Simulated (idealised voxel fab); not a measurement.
Name of the process module below: voxel transistor to metal
cross-section cut | 260 nm wide | cells 5 nm
Just so we're on the same page, the cross-sections are grids of square cells, and they're listed out in bands top to bottom, each band one or more rows deep.
Basically the band line says how high the top is and how high the bottom is, in nm, and then what's in it from left to right, every material with its width in nm. Empty space shows up as "blank", and if a single material carries "full width" it runs the full band edge to edge.
A quick word on heights: they are counted from 0, and under that level the wafer as it came to us is one material throughout. The lowest band is different from the rest in having no bottom; it simply continues downward, written as in "0 -> down".
Read "30 to 40" as a graded width: first number on top, second number at the bottom, same change between each pair of neighbouring rows.
Where the words "remained unchanged" appear for a step, the cross-section shows no cell changed by that step; every cell remained as before.
Closed-off voids of 8+ cells (no open route to the top) go in "Sealed internal voids", written width x height at distance from the left edge, in nm.
What comes after the settings on a step's line is commentary from the simulator itself on that step.
The line of a step may include "overlay nm". On a step with a mask, this value is how far to the right of its planned place the mask lay. A negative value means the mask lay to the left.

**Below is the list of planned process steps**
1 RECEIVE [material Si]
2 OXIDIZE [depth nm 5]
3 CONFORMAL_DEP [material SiN] [thk nm 15]
4 PATTERN [tone cover] [mask id ACTIVE] [material resist] [width nm 95] [pitch nm 125] [thk nm 15] [overlay nm 0]
5 DIRECTIONAL_ETCH [etch materials SiN] [depth nm 15]
6 DIRECTIONAL_ETCH [etch materials SiO2] [depth nm 5]
7 DIRECTIONAL_ETCH [etch materials Si] [depth nm 30]
8 STRIP [etch materials resist]
9 OXIDIZE [depth nm 5]
10 FILL_DEP [material SiO2] [thk nm 10]
11 CMP [height nm 15]
12 SELECTIVE_ETCH [etch materials SiO2] [depth nm 10]
13 STRIP [etch materials SiN]
14 SELECTIVE_ETCH [etch materials SiO2] [depth nm 5]
15 OXIDIZE [depth nm 5]
16 DIRECTIONAL_DEP [material polySi] [thk nm 25]
17 DIRECTIONAL_DEP [material SiCN] [thk nm 15]
18 MASKED_ETCH [tone cover] [mask id GATE] [width nm 25] [pitch nm 125] [etch materials SiCN] [depth nm 25] [overlay nm 0]
19 MASKED_ETCH [tone cover] [mask id GATE] [width nm 25] [pitch nm 125] [etch materials polySi] [depth nm 35] [overlay nm 0]
20 CONFORMAL_DEP [material SiN] [thk nm 5]
21 DIRECTIONAL_ETCH [etch materials SiN] [depth nm 5]
22 DIRECTIONAL_ETCH [etch materials SiO2] [depth nm 5]
23 DIRECTIONAL_ETCH [etch materials Si] [depth nm 15]
24 EPI [material SiGe] [thk nm 15]
25 FILL_DEP [material SiO2] [thk nm 5]
26 CMP [height nm 35]
27 DIRECTIONAL_DEP [material SiO2] [thk nm 15]
28 MASKED_ETCH [tone open] [mask id CONTACT] [width nm 25] [etch materials SiO2] [depth nm 60] [overlay nm 0]
29 CONFORMAL_DEP [material TiN] [thk nm 5]
30 FILL_DEP [material W] [thk nm 5]
31 CMP [height nm 50]
32 CONFORMAL_DEP [material SiN] [thk nm 5]
33 DIRECTIONAL_DEP [material SiO2] [thk nm 15]
34 DIRECTIONAL_DEP [material aC] [thk nm 15]
35 PATTERN [tone open] [mask id METAL_1] [material resist] [width nm 15] [thk nm 30] [overlay nm 0]
36 DIRECTIONAL_ETCH [etch materials aC] [depth nm 15]
37 STRIP [etch materials resist]
38 DIRECTIONAL_ETCH [etch materials SiO2] [depth nm 15]
39 DIRECTIONAL_ETCH [etch materials SiN] [depth nm 5]
40 STRIP [etch materials aC]
41 CONFORMAL_DEP [material TiN] [thk nm 5]
42 FILL_DEP [material Cu] [thk nm 10]
43 CMP [height nm 70]
44 CONFORMAL_DEP [material SiN] [thk nm 5]

**What follows covers the first of two wafers; it ran as planned**

**As-received state of the wafer in cross-section, equivalent to post-step 1**
    0 -> down | Si full width
    Sealed internal voids: none

**Once step 2 is through, the wafer looks like this in cross-section**
    0 -> -5 | SiO2 full width
    Under the height -5 nothing was changed.

**Once step 3 is through, the wafer looks like this in cross-section**
    15 -> 0 | SiN full width
    Under the height 0 nothing was changed.

**Once step 4 is through, the wafer looks like this in cross-section**
    30 -> 15 | 20 blank | 95 resist | 30 blank | 95 resist | 20 blank
    Under the height 15 nothing was changed.

**Once step 5 is through, the wafer looks like this in cross-section**
    30 -> 15 | 20 blank | 95 resist | 30 blank | 95 resist | 20 blank
    15 -> 0 | 20 blank | 95 SiN | 30 blank | 95 SiN | 20 blank
    Under the height 0 nothing was changed.

**Once step 6 is through, the wafer looks like this in cross-section**
    30 -> 15 | 20 blank | 95 resist | 30 blank | 95 resist | 20 blank
    15 -> 0 | 20 blank | 95 SiN | 30 blank | 95 SiN | 20 blank
    0 -> -5 | 20 blank | 95 SiO2 | 30 blank | 95 SiO2 | 20 blank
    Under the height -5 nothing was changed.

**Once step 7 is through, the wafer looks like this in cross-section**
    30 -> 15 | 20 blank | 95 resist | 30 blank | 95 resist | 20 blank
    15 -> 0 | 20 blank | 95 SiN | 30 blank | 95 SiN | 20 blank
    0 -> -5 | 20 blank | 95 SiO2 | 30 blank | 95 SiO2 | 20 blank
    -5 -> -35 | 20 blank | 95 Si | 30 blank | 95 Si | 20 blank
    Under the height -35 nothing was changed.

**Once step 8 is through, the wafer looks like this in cross-section**
    15 -> 0 | 20 blank | 95 SiN | 30 blank | 95 SiN | 20 blank
    Under the height 0 nothing was changed.

**Once step 9 is through, the wafer looks like this in cross-section**
    15 -> 0 | 20 blank | 95 SiN | 30 blank | 95 SiN | 20 blank
    0 -> -5 | 20 blank | 95 SiO2 | 30 blank | 95 SiO2 | 20 blank
    -5 -> -35 | 20 blank | 5 SiO2 | 85 Si | 5 SiO2 | 30 blank | 5 SiO2 | 85 Si | 5 SiO2 | 20 blank
    -35 -> -40 | 25 SiO2 | 85 Si | 40 SiO2 | 85 Si | 25 SiO2
    Under the height -40 nothing was changed.

**Once step 10 is through, the wafer looks like this in cross-section**
    25 -> 15 | SiO2 full width
    15 -> 0 | 20 SiO2 | 95 SiN | 30 SiO2 | 95 SiN | 20 SiO2
    0 -> -5 | SiO2 full width
    -5 -> -40 | 25 SiO2 | 85 Si | 40 SiO2 | 85 Si | 25 SiO2
    Under the height -40 nothing was changed.

**Once step 11 is through, the wafer looks like this in cross-section**
    15 -> 0 | 20 SiO2 | 95 SiN | 30 SiO2 | 95 SiN | 20 SiO2
    Under the height 0 nothing was changed.

**Once step 12 is through, the wafer looks like this in cross-section**
    15 -> 5 | 20 blank | 95 SiN | 30 blank | 95 SiN | 20 blank
    Under the height 5 nothing was changed.

**Once step 13 is through, the wafer looks like this in cross-section**
    5 -> 0 | 20 SiO2 | 95 blank | 30 SiO2 | 95 blank | 20 SiO2
    Under the height 0 nothing was changed.

**Once step 14 is through, the wafer looks like this in cross-section**
    0 -> -5 | 15 SiO2 | 105 blank | 20 SiO2 | 105 blank | 15 SiO2
    Under the height -5 nothing was changed.

**Once step 15 is through, the wafer looks like this in cross-section**
    0 -> -5 | 15 SiO2 | 105 blank | 20 SiO2 | 105 blank | 15 SiO2
    -5 -> -10 | SiO2 full width
    Under the height -10 nothing was changed.

**Once step 16 is through, the wafer looks like this in cross-section**
    25 -> 20 | 15 polySi | 105 blank | 20 polySi | 105 blank | 15 polySi
    20 -> 0 | polySi full width
    0 -> -5 | 15 SiO2 | 105 polySi | 20 SiO2 | 105 polySi | 15 SiO2
    Under the height -5 nothing was changed.

**Once step 17 is through, the wafer looks like this in cross-section**
    40 -> 35 | 15 SiCN | 105 blank | 20 SiCN | 105 blank | 15 SiCN
    35 -> 25 | SiCN full width
    25 -> 20 | 15 polySi | 105 SiCN | 20 polySi | 105 SiCN | 15 polySi
    Under the height 20 nothing was changed.

**Once step 18 is through, the wafer looks like this in cross-section**
    35 -> 25 | 55 blank | 25 SiCN | 100 blank | 25 SiCN | 55 blank
    25 -> 20 | 15 polySi | 40 blank | 25 SiCN | 40 blank | 20 polySi | 40 blank | 25 SiCN | 40 blank | 15 polySi
    Under the height 20 nothing was changed.

**Once step 19 is through, the wafer looks like this in cross-section**
    35 -> 20 | 55 blank | 25 SiCN | 100 blank | 25 SiCN | 55 blank
    20 -> 0 | 55 blank | 25 polySi | 100 blank | 25 polySi | 55 blank
    0 -> -5 | 15 SiO2 | 40 blank | 25 polySi | 40 blank | 20 SiO2 | 40 blank | 25 polySi | 40 blank | 15 SiO2
    Under the height -5 nothing was changed.

**Once step 20 is through, the wafer looks like this in cross-section**
    40 -> 35 | 50 blank | 35 SiN | 90 blank | 35 SiN | 50 blank
    35 -> 20 | 50 blank | 5 SiN | 25 SiCN | 5 SiN | 90 blank | 5 SiN | 25 SiCN | 5 SiN | 50 blank
    20 -> 5 | 50 blank | 5 SiN | 25 polySi | 5 SiN | 90 blank | 5 SiN | 25 polySi | 5 SiN | 50 blank
    5 -> 0 | 20 SiN | 30 blank | 5 SiN | 25 polySi | 5 SiN | 30 blank | 30 SiN | 30 blank | 5 SiN | 25 polySi | 5 SiN | 30 blank | 20 SiN
    0 -> -5 | 15 SiO2 | 40 SiN | 25 polySi | 40 SiN | 20 SiO2 | 40 SiN | 25 polySi | 40 SiN | 15 SiO2
    Under the height -5 nothing was changed.

**Once step 21 is through, the wafer looks like this in cross-section**
    35 -> 20 | 50 blank | 5 SiN | 25 SiCN | 5 SiN | 90 blank | 5 SiN | 25 SiCN | 5 SiN | 50 blank
    20 -> 0 | 50 blank | 5 SiN | 25 polySi | 5 SiN | 90 blank | 5 SiN | 25 polySi | 5 SiN | 50 blank
    0 -> -5 | 15 SiO2 | 5 SiN | 30 blank | 5 SiN | 25 polySi | 5 SiN | 30 blank | 5 SiN | 20 SiO2 | 5 SiN | 30 blank | 5 SiN | 25 polySi | 5 SiN | 30 blank | 5 SiN | 15 SiO2
    Under the height -5 nothing was changed.

**Once step 22 is through, the wafer looks like this in cross-section**
    35 -> 20 | 50 blank | 5 SiN | 25 SiCN | 5 SiN | 90 blank | 5 SiN | 25 SiCN | 5 SiN | 50 blank
    20 -> 0 | 50 blank | 5 SiN | 25 polySi | 5 SiN | 90 blank | 5 SiN | 25 polySi | 5 SiN | 50 blank
    0 -> -5 | 15 blank | 5 SiN | 30 blank | 5 SiN | 25 polySi | 5 SiN | 30 blank | 5 SiN | 20 blank | 5 SiN | 30 blank | 5 SiN | 25 polySi | 5 SiN | 30 blank | 5 SiN | 15 blank
    -5 -> -10 | 20 SiO2 | 30 blank | 35 SiO2 | 30 blank | 30 SiO2 | 30 blank | 35 SiO2 | 30 blank | 20 SiO2
    Under the height -10 nothing was changed.

**Once step 23 is through, the wafer looks like this in cross-section**
    35 -> 20 | 50 blank | 5 SiN | 25 SiCN | 5 SiN | 90 blank | 5 SiN | 25 SiCN | 5 SiN | 50 blank
    20 -> 0 | 50 blank | 5 SiN | 25 polySi | 5 SiN | 90 blank | 5 SiN | 25 polySi | 5 SiN | 50 blank
    0 -> -5 | 15 blank | 5 SiN | 30 blank | 5 SiN | 25 polySi | 5 SiN | 30 blank | 5 SiN | 20 blank | 5 SiN | 30 blank | 5 SiN | 25 polySi | 5 SiN | 30 blank | 5 SiN | 15 blank
    -5 -> -10 | 20 SiO2 | 30 blank | 35 SiO2 | 30 blank | 30 SiO2 | 30 blank | 35 SiO2 | 30 blank | 20 SiO2
    -10 -> -25 | 25 SiO2 | 25 blank | 35 Si | 25 blank | 40 SiO2 | 25 blank | 35 Si | 25 blank | 25 SiO2
    Under the height -25 nothing was changed.

**Once step 24 is through, the wafer looks like this in cross-section**
    35 -> 20 | 50 blank | 5 SiN | 25 SiCN | 5 SiN | 90 blank | 5 SiN | 25 SiCN | 5 SiN | 50 blank
    20 -> 5 | 50 blank | 5 SiN | 25 polySi | 5 SiN | 90 blank | 5 SiN | 25 polySi | 5 SiN | 50 blank
    5 -> 0 | 35 blank | 15 SiGe | 5 SiN | 25 polySi | 5 SiN | 15 SiGe | 60 blank | 15 SiGe | 5 SiN | 25 polySi | 5 SiN | 15 SiGe | 35 blank
    0 -> -5 | 15 blank | 5 SiN | 15 blank | 15 SiGe | 5 SiN | 25 polySi | 5 SiN | 15 SiGe | 15 blank | 5 SiN | 20 blank | 5 SiN | 15 blank | 15 SiGe | 5 SiN | 25 polySi | 5 SiN | 15 SiGe | 15 blank | 5 SiN | 15 blank
    -5 -> -10 | 20 SiO2 | 15 blank | 15 SiGe | 35 SiO2 | 15 SiGe | 15 blank | 30 SiO2 | 15 blank | 15 SiGe | 35 SiO2 | 15 SiGe | 15 blank | 20 SiO2
    -10 -> -25 | 25 SiO2 | 25 SiGe | 35 Si | 25 SiGe | 40 SiO2 | 25 SiGe | 35 Si | 25 SiGe | 25 SiO2
    Under the height -25 nothing was changed.

**Once step 25 is through, the wafer looks like this in cross-section**
    40 -> 35 | SiO2 full width
    35 -> 20 | 50 SiO2 | 5 SiN | 25 SiCN | 5 SiN | 90 SiO2 | 5 SiN | 25 SiCN | 5 SiN | 50 SiO2
    20 -> 5 | 50 SiO2 | 5 SiN | 25 polySi | 5 SiN | 90 SiO2 | 5 SiN | 25 polySi | 5 SiN | 50 SiO2
    5 -> 0 | 35 SiO2 | 15 SiGe | 5 SiN | 25 polySi | 5 SiN | 15 SiGe | 60 SiO2 | 15 SiGe | 5 SiN | 25 polySi | 5 SiN | 15 SiGe | 35 SiO2
    0 -> -5 | 15 SiO2 | 5 SiN | 15 SiO2 | 15 SiGe | 5 SiN | 25 polySi | 5 SiN | 15 SiGe | 15 SiO2 | 5 SiN | 20 SiO2 | 5 SiN | 15 SiO2 | 15 SiGe | 5 SiN | 25 polySi | 5 SiN | 15 SiGe | 15 SiO2 | 5 SiN | 15 SiO2
    -5 -> -10 | 35 SiO2 | 15 SiGe | 35 SiO2 | 15 SiGe | 60 SiO2 | 15 SiGe | 35 SiO2 | 15 SiGe | 35 SiO2
    Under the height -10 nothing was changed.

**Once step 26 is through, the wafer looks like this in cross-section**
    35 -> 20 | 50 SiO2 | 5 SiN | 25 SiCN | 5 SiN | 90 SiO2 | 5 SiN | 25 SiCN | 5 SiN | 50 SiO2
    Under the height 20 nothing was changed.

**Once step 27 is through, the wafer looks like this in cross-section**
    50 -> 35 | SiO2 full width
    Under the height 35 nothing was changed.

**Once step 28 is through, the wafer looks like this in cross-section**
    50 -> 35 | 25 SiO2 | 25 blank | 35 SiO2 | 25 blank | 40 SiO2 | 25 blank | 35 SiO2 | 25 blank | 25 SiO2
    35 -> 20 | 25 SiO2 | 25 blank | 5 SiN | 25 SiCN | 5 SiN | 25 blank | 40 SiO2 | 25 blank | 5 SiN | 25 SiCN | 5 SiN | 25 blank | 25 SiO2
    20 -> 5 | 25 SiO2 | 25 blank | 5 SiN | 25 polySi | 5 SiN | 25 blank | 40 SiO2 | 25 blank | 5 SiN | 25 polySi | 5 SiN | 25 blank | 25 SiO2
    5 -> 0 | 25 SiO2 | 10 blank | 15 SiGe | 5 SiN | 25 polySi | 5 SiN | 15 SiGe | 10 blank | 40 SiO2 | 10 blank | 15 SiGe | 5 SiN | 25 polySi | 5 SiN | 15 SiGe | 10 blank | 25 SiO2
    0 -> -5 | 15 SiO2 | 5 SiN | 5 SiO2 | 10 blank | 15 SiGe | 5 SiN | 25 polySi | 5 SiN | 15 SiGe | 10 blank | 5 SiO2 | 5 SiN | 20 SiO2 | 5 SiN | 5 SiO2 | 10 blank | 15 SiGe | 5 SiN | 25 polySi | 5 SiN | 15 SiGe | 10 blank | 5 SiO2 | 5 SiN | 15 SiO2
    -5 -> -10 | 25 SiO2 | 10 blank | 15 SiGe | 35 SiO2 | 15 SiGe | 10 blank | 40 SiO2 | 10 blank | 15 SiGe | 35 SiO2 | 15 SiGe | 10 blank | 25 SiO2
    Under the height -10 nothing was changed.

**Once step 29 is through, the wafer looks like this in cross-section**
    55 -> 50 | 30 TiN | 15 blank | 45 TiN | 15 blank | 50 TiN | 15 blank | 45 TiN | 15 blank | 30 TiN
    50 -> 35 | 25 SiO2 | 5 TiN | 15 blank | 5 TiN | 35 SiO2 | 5 TiN | 15 blank | 5 TiN | 40 SiO2 | 5 TiN | 15 blank | 5 TiN | 35 SiO2 | 5 TiN | 15 blank | 5 TiN | 25 SiO2
    35 -> 20 | 25 SiO2 | 5 TiN | 15 blank | 5 TiN | 5 SiN | 25 SiCN | 5 SiN | 5 TiN | 15 blank | 5 TiN | 40 SiO2 | 5 TiN | 15 blank | 5 TiN | 5 SiN | 25 SiCN | 5 SiN | 5 TiN | 15 blank | 5 TiN | 25 SiO2
    20 -> 10 | 25 SiO2 | 5 TiN | 15 blank | 5 TiN | 5 SiN | 25 polySi | 5 SiN | 5 TiN | 15 blank | 5 TiN | 40 SiO2 | 5 TiN | 15 blank | 5 TiN | 5 SiN | 25 polySi | 5 SiN | 5 TiN | 15 blank | 5 TiN | 25 SiO2
    10 -> 5 | 25 SiO2 | 25 TiN | 5 SiN | 25 polySi | 5 SiN | 25 TiN | 40 SiO2 | 25 TiN | 5 SiN | 25 polySi | 5 SiN | 25 TiN | 25 SiO2
    5 -> 0 | 25 SiO2 | 10 TiN | 15 SiGe | 5 SiN | 25 polySi | 5 SiN | 15 SiGe | 10 TiN | 40 SiO2 | 10 TiN | 15 SiGe | 5 SiN | 25 polySi | 5 SiN | 15 SiGe | 10 TiN | 25 SiO2
    0 -> -5 | 15 SiO2 | 5 SiN | 5 SiO2 | 10 TiN | 15 SiGe | 5 SiN | 25 polySi | 5 SiN | 15 SiGe | 10 TiN | 5 SiO2 | 5 SiN | 20 SiO2 | 5 SiN | 5 SiO2 | 10 TiN | 15 SiGe | 5 SiN | 25 polySi | 5 SiN | 15 SiGe | 10 TiN | 5 SiO2 | 5 SiN | 15 SiO2
    -5 -> -10 | 25 SiO2 | 10 TiN | 15 SiGe | 35 SiO2 | 15 SiGe | 10 TiN | 40 SiO2 | 10 TiN | 15 SiGe | 35 SiO2 | 15 SiGe | 10 TiN | 25 SiO2
    Under the height -10 nothing was changed.

**Once step 30 is through, the wafer looks like this in cross-section**
    60 -> 55 | W full width
    55 -> 50 | 30 TiN | 15 W | 45 TiN | 15 W | 50 TiN | 15 W | 45 TiN | 15 W | 30 TiN
    50 -> 35 | 25 SiO2 | 5 TiN | 15 W | 5 TiN | 35 SiO2 | 5 TiN | 15 W | 5 TiN | 40 SiO2 | 5 TiN | 15 W | 5 TiN | 35 SiO2 | 5 TiN | 15 W | 5 TiN | 25 SiO2
    35 -> 20 | 25 SiO2 | 5 TiN | 15 W | 5 TiN | 5 SiN | 25 SiCN | 5 SiN | 5 TiN | 15 W | 5 TiN | 40 SiO2 | 5 TiN | 15 W | 5 TiN | 5 SiN | 25 SiCN | 5 SiN | 5 TiN | 15 W | 5 TiN | 25 SiO2
    20 -> 10 | 25 SiO2 | 5 TiN | 15 W | 5 TiN | 5 SiN | 25 polySi | 5 SiN | 5 TiN | 15 W | 5 TiN | 40 SiO2 | 5 TiN | 15 W | 5 TiN | 5 SiN | 25 polySi | 5 SiN | 5 TiN | 15 W | 5 TiN | 25 SiO2
    Under the height 10 nothing was changed.

**Once step 31 is through, the wafer looks like this in cross-section**
    50 -> 35 | 25 SiO2 | 5 TiN | 15 W | 5 TiN | 35 SiO2 | 5 TiN | 15 W | 5 TiN | 40 SiO2 | 5 TiN | 15 W | 5 TiN | 35 SiO2 | 5 TiN | 15 W | 5 TiN | 25 SiO2
    Under the height 35 nothing was changed.

**Once step 32 is through, the wafer looks like this in cross-section**
    55 -> 50 | SiN full width
    Under the height 50 nothing was changed.

**Once step 33 is through, the wafer looks like this in cross-section**
    70 -> 55 | SiO2 full width
    Under the height 55 nothing was changed.

**Once step 34 is through, the wafer looks like this in cross-section**
    85 -> 70 | aC full width
    Under the height 70 nothing was changed.

**Once step 35 is through, the wafer looks like this in cross-section**
    115 -> 85 | 25 resist | 15 blank | 55 resist | 15 blank | 40 resist | 15 blank | 55 resist | 15 blank | 25 resist
    Under the height 85 nothing was changed.

**Once step 36 is through, the wafer looks like this in cross-section**
    100 -> 85 | 25 resist | 15 blank | 55 resist | 15 blank | 40 resist | 15 blank | 55 resist | 15 blank | 25 resist
    85 -> 70 | 25 aC | 15 blank | 55 aC | 15 blank | 40 aC | 15 blank | 55 aC | 15 blank | 25 aC
    Under the height 70 nothing was changed.

**Once step 37 is through, the wafer looks like this in cross-section**
    85 -> 70 | 25 aC | 15 blank | 55 aC | 15 blank | 40 aC | 15 blank | 55 aC | 15 blank | 25 aC
    Under the height 70 nothing was changed.

**Once step 38 is through, the wafer looks like this in cross-section**
    85 -> 70 | 25 aC | 15 blank | 55 aC | 15 blank | 40 aC | 15 blank | 55 aC | 15 blank | 25 aC
    70 -> 55 | 25 SiO2 | 15 blank | 55 SiO2 | 15 blank | 40 SiO2 | 15 blank | 55 SiO2 | 15 blank | 25 SiO2
    Under the height 55 nothing was changed.

**Once step 39 is through, the wafer looks like this in cross-section**
    85 -> 70 | 25 aC | 15 blank | 55 aC | 15 blank | 40 aC | 15 blank | 55 aC | 15 blank | 25 aC
    70 -> 55 | 25 SiO2 | 15 blank | 55 SiO2 | 15 blank | 40 SiO2 | 15 blank | 55 SiO2 | 15 blank | 25 SiO2
    55 -> 50 | 25 SiN | 15 blank | 55 SiN | 15 blank | 40 SiN | 15 blank | 55 SiN | 15 blank | 25 SiN
    Under the height 50 nothing was changed.

**Once step 40 is through, the wafer looks like this in cross-section**
    70 -> 55 | 25 SiO2 | 15 blank | 55 SiO2 | 15 blank | 40 SiO2 | 15 blank | 55 SiO2 | 15 blank | 25 SiO2
    Under the height 55 nothing was changed.

**Once step 41 is through, the wafer looks like this in cross-section**
    75 -> 70 | 30 TiN | 5 blank | 65 TiN | 5 blank | 50 TiN | 5 blank | 65 TiN | 5 blank | 30 TiN
    70 -> 55 | 25 SiO2 | 5 TiN | 5 blank | 5 TiN | 55 SiO2 | 5 TiN | 5 blank | 5 TiN | 40 SiO2 | 5 TiN | 5 blank | 5 TiN | 55 SiO2 | 5 TiN | 5 blank | 5 TiN | 25 SiO2
    55 -> 50 | 25 SiN | 15 TiN | 55 SiN | 15 TiN | 40 SiN | 15 TiN | 55 SiN | 15 TiN | 25 SiN
    Under the height 50 nothing was changed.

**Once step 42 is through, the wafer looks like this in cross-section**
    85 -> 75 | Cu full width
    75 -> 70 | 30 TiN | 5 Cu | 65 TiN | 5 Cu | 50 TiN | 5 Cu | 65 TiN | 5 Cu | 30 TiN
    70 -> 55 | 25 SiO2 | 5 TiN | 5 Cu | 5 TiN | 55 SiO2 | 5 TiN | 5 Cu | 5 TiN | 40 SiO2 | 5 TiN | 5 Cu | 5 TiN | 55 SiO2 | 5 TiN | 5 Cu | 5 TiN | 25 SiO2
    Under the height 55 nothing was changed.

**Once step 43 is through, the wafer looks like this in cross-section**
    70 -> 55 | 25 SiO2 | 5 TiN | 5 Cu | 5 TiN | 55 SiO2 | 5 TiN | 5 Cu | 5 TiN | 40 SiO2 | 5 TiN | 5 Cu | 5 TiN | 55 SiO2 | 5 TiN | 5 Cu | 5 TiN | 25 SiO2
    Under the height 55 nothing was changed.

**Once step 44 is through, the wafer looks like this in cross-section**
    75 -> 70 | SiN full width
    Under the height 70 nothing was changed.

**Wafer two. Identical start, identical plan. One mistake in execution. Identical history through step 34**

**Here is the second wafer in cross-section at the point where step 35 of the plan should have been done**
    115 -> 85 | 35 resist | 15 blank | 55 resist | 15 blank | 40 resist | 15 blank | 55 resist | 15 blank | 15 resist
    Under the height 85 nothing was changed.

**Here is the second wafer in cross-section at the point where step 36 of the plan should have been done**
    100 -> 85 | 35 resist | 15 blank | 55 resist | 15 blank | 40 resist | 15 blank | 55 resist | 15 blank | 15 resist
    85 -> 70 | 35 aC | 15 blank | 55 aC | 15 blank | 40 aC | 15 blank | 55 aC | 15 blank | 15 aC
    Under the height 70 nothing was changed.

**Here is the second wafer in cross-section at the point where step 37 of the plan should have been done**
    85 -> 70 | 35 aC | 15 blank | 55 aC | 15 blank | 40 aC | 15 blank | 55 aC | 15 blank | 15 aC
    Under the height 70 nothing was changed.

**Here is the second wafer in cross-section at the point where step 38 of the plan should have been done**
    85 -> 70 | 35 aC | 15 blank | 55 aC | 15 blank | 40 aC | 15 blank | 55 aC | 15 blank | 15 aC
    70 -> 55 | 35 SiO2 | 15 blank | 55 SiO2 | 15 blank | 40 SiO2 | 15 blank | 55 SiO2 | 15 blank | 15 SiO2
    Under the height 55 nothing was changed.

**Here is the second wafer in cross-section at the point where step 39 of the plan should have been done**
    85 -> 70 | 35 aC | 15 blank | 55 aC | 15 blank | 40 aC | 15 blank | 55 aC | 15 blank | 15 aC
    70 -> 55 | 35 SiO2 | 15 blank | 55 SiO2 | 15 blank | 40 SiO2 | 15 blank | 55 SiO2 | 15 blank | 15 SiO2
    55 -> 50 | 35 SiN | 15 blank | 55 SiN | 15 blank | 40 SiN | 15 blank | 55 SiN | 15 blank | 15 SiN
    Under the height 50 nothing was changed.

**Here is the second wafer in cross-section at the point where step 40 of the plan should have been done**
    70 -> 55 | 35 SiO2 | 15 blank | 55 SiO2 | 15 blank | 40 SiO2 | 15 blank | 55 SiO2 | 15 blank | 15 SiO2
    Under the height 55 nothing was changed.

**Here is the second wafer in cross-section at the point where step 41 of the plan should have been done**
    75 -> 70 | 40 TiN | 5 blank | 65 TiN | 5 blank | 50 TiN | 5 blank | 65 TiN | 5 blank | 20 TiN
    70 -> 55 | 35 SiO2 | 5 TiN | 5 blank | 5 TiN | 55 SiO2 | 5 TiN | 5 blank | 5 TiN | 40 SiO2 | 5 TiN | 5 blank | 5 TiN | 55 SiO2 | 5 TiN | 5 blank | 5 TiN | 15 SiO2
    55 -> 50 | 35 SiN | 15 TiN | 55 SiN | 15 TiN | 40 SiN | 15 TiN | 55 SiN | 15 TiN | 15 SiN
    Under the height 50 nothing was changed.

**Here is the second wafer in cross-section at the point where step 42 of the plan should have been done**
    85 -> 75 | Cu full width
    75 -> 70 | 40 TiN | 5 Cu | 65 TiN | 5 Cu | 50 TiN | 5 Cu | 65 TiN | 5 Cu | 20 TiN
    70 -> 55 | 35 SiO2 | 5 TiN | 5 Cu | 5 TiN | 55 SiO2 | 5 TiN | 5 Cu | 5 TiN | 40 SiO2 | 5 TiN | 5 Cu | 5 TiN | 55 SiO2 | 5 TiN | 5 Cu | 5 TiN | 15 SiO2
    Under the height 55 nothing was changed.

**Here is the second wafer in cross-section at the point where step 43 of the plan should have been done**
    70 -> 55 | 35 SiO2 | 5 TiN | 5 Cu | 5 TiN | 55 SiO2 | 5 TiN | 5 Cu | 5 TiN | 40 SiO2 | 5 TiN | 5 Cu | 5 TiN | 55 SiO2 | 5 TiN | 5 Cu | 5 TiN | 15 SiO2
    Under the height 55 nothing was changed.

**Here is the second wafer in cross-section at the point where step 44 of the plan should have been done**
    75 -> 70 | SiN full width
    Under the height 70 nothing was changed.
Deviation from plan: step 35 was run on a setting that differed from the plan, and what really ran there is PATTERN [tone open] [mask id METAL_1] [material resist] [width nm 15] [thk nm 30] [overlay nm 10]
Comparing end states, the material composition by cell count is preserved from the first wafer to the second, while the locations of the cells are not.
